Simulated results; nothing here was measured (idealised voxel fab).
The process module presented herein is designated voxel released beams.
In the cross-section labelled cut, the width is 150 nm and each square cell is 5 nm.
In this document a cross-section is written as a grid of square cells. It is given as a series of bands, listed from the top down, and a band is one or more rows of cells. In this notation a band is specified by the heights of its top and bottom, in that order and in nm, after which its materials appear from left to right, each paired with its width in nm. The word "throughout" attached to a single material means that material fills the band from edge to edge; the word "blank" stands for empty space. Heights from 0 (as-received wafer is one material below). Bottom band endless downward, as "0 -> down". With a width like "30 to 40", each row of cells in the band differs from the next by the same amount, the top row carrying the first number and the bottom row the second. Reading "remains unaltered" for a step: not a cell of the cross-section changed in it. What "Sealed void list" gives you is every empty space of 8 cells or more that is cut off from the top. Each appears as width x height at distance, with the distance taken from the left edge and width, height and distance all in nm. Read whatever lies past the settings on a step's line as the simulator's own remark about the step. "overlay nm" denotes, for a step that has a mask, the displacement of the mask to the right of its planned place, with negative values corresponding to the left.
THESE ARE THE STEPS WE PLANNED FOR THE PROCESS
1,RECEIVE, material Si
2,CONFORMAL_DEP, material Al2O3, thk nm 10
3,DIRECTIONAL_DEP, material SiO2, thk nm 10
4,PATTERN, tone open, mask id ANCHOR, material resist, width nm 35, thk nm 15, overlay nm 0
5,DIRECTIONAL_ETCH, etch materials SiO2, depth nm 10
6,STRIP, etch materials resist
7,CONFORMAL_DEP, material polySi, thk nm 10
8,MASKED_ETCH, tone cover, mask id BEAM, width nm 80, etch materials polySi, depth nm 10, overlay nm 0
9,STRIP, etch materials SiO2
CROSS-SECTION OF THE INCOMING WAFER, STATE AFTER STEP 1
* 0 -> down  Si throughout
* Sealed void list: none
THE PLAN ABOVE WAS CARRIED OUT ON THE STARTING STRUCTURE ABOVE WITH ONE MISTAKE, AND THIS CROSS-SECTION SHOWS THE WAFER AT THE END OF THE MODULE
* 30 -> 20  blank=30; polySi=80; blank=40
* 20 -> 10  Al2O3 throughout
* 10 -> 0  SiO2 throughout
* 0 -> down  Si throughout
* Sealed void list: none
Misprocessing identified: step 3 occupied the plan position of step 2, and the converse holds as well
